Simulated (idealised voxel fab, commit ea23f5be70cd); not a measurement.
The name of this process module is voxel gate over fins.
Xsec cut, 210 nm wide, square cell size 5 nm.
Notation: cross-section as square-cell grid; stated in bands, top first, going down; one or more cell rows per band. This entry defines a band. It first specifies the height of the band's top and the height of its bottom in nm, and then specifies the band's materials from left to right, stating each material with its width in nm. The word "everywhere" identifies a single material that fills the band from edge to edge, while the word "air" identifies empty space. Where do heights start? At 0: under that level the wafer as delivered is made of one material only. And the lowest band has no floor; it just carries on downward, as in "from 0 down". When a width is written as two numbers, as in "30 to 40", the first number is the width in the top row of cells of the band and the second is the width in its bottom row, and the width changes by the same amount from each row to the next. You'll sometimes find "nothing got changed" written for a step, and that's the way of saying that nowhere in the cross-section did a cell change during that step. What "Encapsulated voids" gives you is every empty space of 8 cells or more that is cut off from the top. Each appears as width x height at distance, with the distance taken from the left edge and width, height and distance all in nm. Formally, on a step line, whatever follows the settings is a remark that the simulator itself makes on the step. If you see "overlay nm" on a step's line and that step has a mask, it's telling you how far right of where it was planned the mask ended up; a negative number means it went left instead.

Set out below are the planned steps of the process:
- 1: RECEIVE (material Si)
- 2: CONFORMAL_DEP (material SiN; thk nm 5)
- 3: DIRECTIONAL_DEP (material aC; thk nm 10)
- 4: PATTERN (tone cover; mask id FINS; material resist; width nm 15; pitch nm 60; thk nm 25; overlay nm 0)
- 5: DIRECTIONAL_ETCH (etch materials aC; depth nm 10)
- 6: STRIP (etch materials resist)
- 7: DIRECTIONAL_ETCH (etch materials SiN; depth nm 5)
- 8: DIRECTIONAL_ETCH (etch materials Si; depth nm 35)
- 9: STRIP (etch materials aC)
- 10: FILL_DEP (material SiO2; thk nm 5)
- 11: CMP (height nm 5)
- 12: DIRECTIONAL_DEP (material aC; thk nm 10)
- 13: PATTERN (tone open; mask id RAIL; material resist; width nm 15; thk nm 25; overlay nm 0)
- 14: DIRECTIONAL_ETCH (etch materials aC; depth nm 10)
- 15: STRIP (etch materials resist)
- 16: DIRECTIONAL_ETCH (etch materials SiO2; depth nm 35)
- 17: STRIP (etch materials aC)
- 18: CONFORMAL_DEP (material TiN; thk nm 5)
- 19: FILL_DEP (material Ru; thk nm 5)
- 20: CMP (height nm 5)
- 21: SELECTIVE_ETCH (etch materials W Ru TiN; depth nm 20)
- 22: FILL_DEP (material SiO2; thk nm 5)
- 23: CMP (height nm 5)
- 24: SELECTIVE_ETCH (etch materials SiO2; depth nm 15)
- 25: STRIP (etch materials SiN)
- 26: CONFORMAL_DEP (material HfO2; thk nm 5)
- 27: CONFORMAL_DEP (material TiN; thk nm 5)
- 28: FILL_DEP (material W; thk nm 10)
- 29: CMP (height nm 15)
- 30: CONFORMAL_DEP (material SiN; thk nm 10)

Cross-section of the wafer as it came to us, i.e., already through step 1:
  from 0 down: Si everywhere
  Encapsulated voids: none

End-of-module cross-section of the first of two wafers, processed as planned:
  from 25 to 15: SiN everywhere
  from 15 to 10: W everywhere
  from 10 to 5: W 55  TiN 35  W 25  TiN 35  W 60
  from 5 to 0: W 55  TiN 5  HfO2 25  TiN 5  W 25  TiN 5  HfO2 25  TiN 5  W 60
  from 0 to -5: TiN 60  HfO2 5  Si 15  HfO2 5  TiN 35  HfO2 5  Si 15  HfO2 5  TiN 65
  from -5 to -10: HfO2 65  Si 15  HfO2 45  Si 15  HfO2 70
  from -10 to -15: SiO2 65  Si 15  SiO2 45  Si 15  SiO2 70
  from -15 to -25: SiO2 65  Si 15  SiO2 15  TiN 5  Ru 5  TiN 5  SiO2 15  Si 15  SiO2 70
  from -25 to -30: SiO2 65  Si 15  SiO2 15  TiN 15  SiO2 15  Si 15  SiO2 70
  from -30 to -35: SiO2 65  Si 15  SiO2 45  Si 15  SiO2 70
  from -35 down: Si everywhere
  Encapsulated voids: none

Same start, same plan as the first wafer - but one mistake in the run. Cross-section of the second of the two at the end of the module:
  from 25 to 15: SiN everywhere
  from 15 to 10: W everywhere
  from 10 to 5: TiN everywhere
  from 5 to 0: HfO2 70  TiN 5  HfO2 55  TiN 5  HfO2 75
  from 0 to -5: Si 65  HfO2 5  TiN 5  HfO2 5  Si 45  HfO2 5  TiN 5  HfO2 5  Si 70
  from -5 to -10: Si 65  HfO2 15  Si 45  HfO2 15  Si 70
  from -10 to -35: Si 65  SiO2 15  Si 45  SiO2 15  Si 70
  from -35 down: Si everywhere
  Encapsulated voids: none
What broke from the plan during processing? it should be noted that step 4 was executed with settings other than those planned, the operation and settings actually applied being PATTERN (tone open; mask id FINS; material resist; width nm 15; pitch nm 60; thk nm 25; overlay nm 0)
Materials where the second wafer ends with more or fewer cells than the first: 2 fewer of Ru, 210 more of Si, 141 fewer of SiO2, 11 fewer of TiN, 56 fewer of W
